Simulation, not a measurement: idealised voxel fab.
The process module that follows is named voxel gate over fins.
Square cells of 5 nm make up the cross-section cut, whose width is 245 nm.
A cross-section in this document is a grid of square cells, and it is written down as bands, the top band listed before the ones below it; a band is made up of one or more rows of cells.
Read a band's entry like this: the first values are the height of its top and the height of its bottom in nm, and what follows is the sequence of materials from left to right, each with its width in nm. Note that "empty" is empty space, and that a single material marked "full width" reaches across the band from edge to edge.
Heads up on the height convention: 0 is the point under which the incoming wafer is all one material, and the lowest band has no bottom, it just keeps going down, like "top 0, no bottom".
A two-number width, for instance "30 to 40", indicates that the width is equal to the first number in the top row of the band and to the second number in the bottom row, and that it changes by a constant amount per row of cells.
A step reported as "remains unaltered" is a step in which no cell of the cross-section changed.
"Listed closed voids" means: voids of 8 cells or more that are shut off from the top with no open way through. Written width x height at distance, distance from the left edge, in nm.
What comes after the settings on a step's line is commentary from the simulator itself on that step.
overlay nm: right-of-plan distance of the mask on a masked step; negative values mean left-of-plan.

[The planned process steps are enumerated hereunder]
1. RECEIVE (material Si)
2. CONFORMAL_DEP (material SiN; thk nm 5)
3. PATTERN (tone cover; mask id FINS; material resist; width nm 15; pitch nm 45; thk nm 20; overlay nm 0)
4. DIRECTIONAL_ETCH (etch materials SiN; depth nm 5)
5. DIRECTIONAL_ETCH (etch materials Si; depth nm 40)
6. STRIP (etch materials resist)
7. FILL_DEP (material SiO2; thk nm 10)
8. CMP (height nm 5)
9. SELECTIVE_ETCH (etch materials SiO2; depth nm 20)
10. STRIP (etch materials SiN)
11. CONFORMAL_DEP (material HfO2; thk nm 5)
12. CONFORMAL_DEP (material TiN; thk nm 5)
13. CONFORMAL_DEP (material TiAl; thk nm 5)
14. CONFORMAL_DEP (material TiN; thk nm 5)
15. FILL_DEP (material W; thk nm 10)
16. CMP (height nm 25)
17. CONFORMAL_DEP (material SiN; thk nm 10)

[Cross-section: wafer on arrival = after step 1]
top 0, no bottom = Si full width
Listed closed voids: none

[Wafer cross-section at end of module: start and plan as shown above, one execution error]
top 35, bottom 25 = SiN full width
top 25, bottom 20 = W full width
top 20, bottom 15 = W 25 nm, TiN 190 nm, W 30 nm
top 15, bottom 10 = W 25 nm, TiN 5 nm, TiAl 180 nm, TiN 5 nm, W 30 nm
top 10, bottom 5 = W 25 nm, TiN 5 nm, TiAl 5 nm, TiN 35 nm, TiAl 10 nm, TiN 35 nm, TiAl 10 nm, TiN 35 nm, TiAl 10 nm, TiN 35 nm, TiAl 5 nm, TiN 5 nm, W 30 nm
top 5, bottom 0 = W 25 nm, TiN 5 nm, TiAl 5 nm, TiN 5 nm, HfO2 25 nm, TiN 5 nm, TiAl 10 nm, TiN 5 nm, HfO2 25 nm, TiN 5 nm, TiAl 10 nm, TiN 5 nm, HfO2 25 nm, TiN 5 nm, TiAl 10 nm, TiN 5 nm, HfO2 25 nm, TiN 5 nm, TiAl 5 nm, TiN 5 nm, W 30 nm
top 0, bottom -15 = W 25 nm, TiN 5 nm, TiAl 5 nm, TiN 5 nm, HfO2 5 nm, Si 15 nm, HfO2 5 nm, TiN 5 nm, TiAl 10 nm, TiN 5 nm, HfO2 5 nm, Si 15 nm, HfO2 5 nm, TiN 5 nm, TiAl 10 nm, TiN 5 nm, HfO2 5 nm, Si 15 nm, HfO2 5 nm, TiN 5 nm, TiAl 10 nm, TiN 5 nm, HfO2 5 nm, Si 15 nm, HfO2 5 nm, TiN 5 nm, TiAl 5 nm, TiN 5 nm, W 30 nm
top -15, bottom -20 = TiN 30 nm, TiAl 5 nm, TiN 5 nm, HfO2 5 nm, Si 15 nm, HfO2 5 nm, TiN 5 nm, TiAl 10 nm, TiN 5 nm, HfO2 5 nm, Si 15 nm, HfO2 5 nm, TiN 5 nm, TiAl 10 nm, TiN 5 nm, HfO2 5 nm, Si 15 nm, HfO2 5 nm, TiN 5 nm, TiAl 10 nm, TiN 5 nm, HfO2 5 nm, Si 15 nm, HfO2 5 nm, TiN 5 nm, TiAl 5 nm, TiN 35 nm
top -20, bottom -25 = TiAl 35 nm, TiN 5 nm, HfO2 5 nm, Si 15 nm, HfO2 5 nm, TiN 5 nm, TiAl 10 nm, TiN 5 nm, HfO2 5 nm, Si 15 nm, HfO2 5 nm, TiN 5 nm, TiAl 10 nm, TiN 5 nm, HfO2 5 nm, Si 15 nm, HfO2 5 nm, TiN 5 nm, TiAl 10 nm, TiN 5 nm, HfO2 5 nm, Si 15 nm, HfO2 5 nm, TiN 5 nm, TiAl 40 nm
top -25, bottom -30 = TiN 40 nm, HfO2 5 nm, Si 15 nm, HfO2 5 nm, TiN 20 nm, HfO2 5 nm, Si 15 nm, HfO2 5 nm, TiN 20 nm, HfO2 5 nm, Si 15 nm, HfO2 5 nm, TiN 20 nm, HfO2 5 nm, Si 15 nm, HfO2 5 nm, TiN 45 nm
top -30, bottom -35 = HfO2 45 nm, Si 15 nm, HfO2 30 nm, Si 15 nm, HfO2 30 nm, Si 15 nm, HfO2 30 nm, Si 15 nm, HfO2 50 nm
top -35, bottom -40 = SiO2 45 nm, Si 15 nm, SiO2 30 nm, Si 15 nm, SiO2 30 nm, Si 15 nm, SiO2 30 nm, Si 15 nm, SiO2 50 nm
top -40, no bottom = Si full width
Listed closed voids: none
Finding, execution versus plan: execution of plan step 9 occurred twice
